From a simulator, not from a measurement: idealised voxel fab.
Process module in this document: voxel fin reveal
Square cell edge 5 nm, section width 175 nm, ID cut.
This document writes a cross-section as a grid whose cells are square, and gives it as bands, listed from the top down; one or more rows of cells form a band.
Look at the band entry: it leads with the top's height and the bottom's height in nm. Then it lists the materials left to right, with a width in nm for each. The word "everywhere" on a single material says that material fills the band edge to edge. The word "empty" is empty space.
The reference from which all heights are counted is 0, the level beneath which the as-received wafer is entirely one material; the lowest band, having no lower bound, proceeds downward and is written after the example "0..down".
Note: "30 to 40" means the width goes from the first number (top row of the band) to the second number (bottom row) in equal steps per row of cells.
When a step is marked "everything unchanged", none of the cells in the cross-section changed during that step.
The entry titled "Entrapped void list" provides the empty spaces that have no open way to the top, restricted to those of 8 cells or more. Each is presented as width x height at distance, the distance being measured from the left edge, with all three in nm.
Whatever follows a step's settings on its line is a remark the simulator itself makes about that step.
overlay nm: how far to the right of its planned place the mask lay on this masked step (negative: to the left).

Set out below are the planned steps of the process
1 RECEIVE, material Si
2 CONFORMAL_DEP, material SiN, thk nm 10
3 MASKED_ETCH, tone cover, mask id FINS, width nm 15, pitch nm 40, etch materials SiN, depth nm 10, overlay nm 0
4 MASKED_ETCH, tone cover, mask id FINS, width nm 15, pitch nm 40, etch materials Si, depth nm 40, overlay nm 0
5 FILL_DEP, material SiO2, thk nm 5
6 CMP, height nm 10
7 SELECTIVE_ETCH, etch materials SiO2, depth nm 25
8 STRIP, etch materials SiN
9 CONFORMAL_DEP, material HfO2, thk nm 5

Delivered wafer in cross-section: state after step 1
* 0..down  Si everywhere
* Entrapped void list: none

One mistake in running the module, otherwise start and plan as above: cross-section at the end
* 5..0  55 empty, then 25 HfO2, then 15 empty, then 25 HfO2, then 55 empty
* 0..-10  55 empty, then 5 HfO2, then 15 Si, then 5 HfO2, then 15 empty, then 5 HfO2, then 15 Si, then 5 HfO2, then 55 empty
* -10..-15  40 HfO2, then 15 empty, then 5 HfO2, then 15 Si, then 5 HfO2, then 15 empty, then 5 HfO2, then 15 Si, then 5 HfO2, then 15 empty, then 40 HfO2
* -15..-20  35 SiO2, then 5 HfO2, then 15 empty, then 5 HfO2, then 15 Si, then 5 HfO2, then 15 empty, then 5 HfO2, then 15 Si, then 5 HfO2, then 15 empty, then 5 HfO2, then 35 SiO2
* -20..-25  35 SiO2, then 25 HfO2, then 15 Si, then 25 HfO2, then 15 Si, then 25 HfO2, then 35 SiO2
* -25..-40  60 SiO2, then 15 Si, then 25 SiO2, then 15 Si, then 60 SiO2
* -40..down  Si everywhere
* Entrapped void list: none
What broke from the plan during processing? the run placed steps 7 and 8 each in the position the plan gave to the other
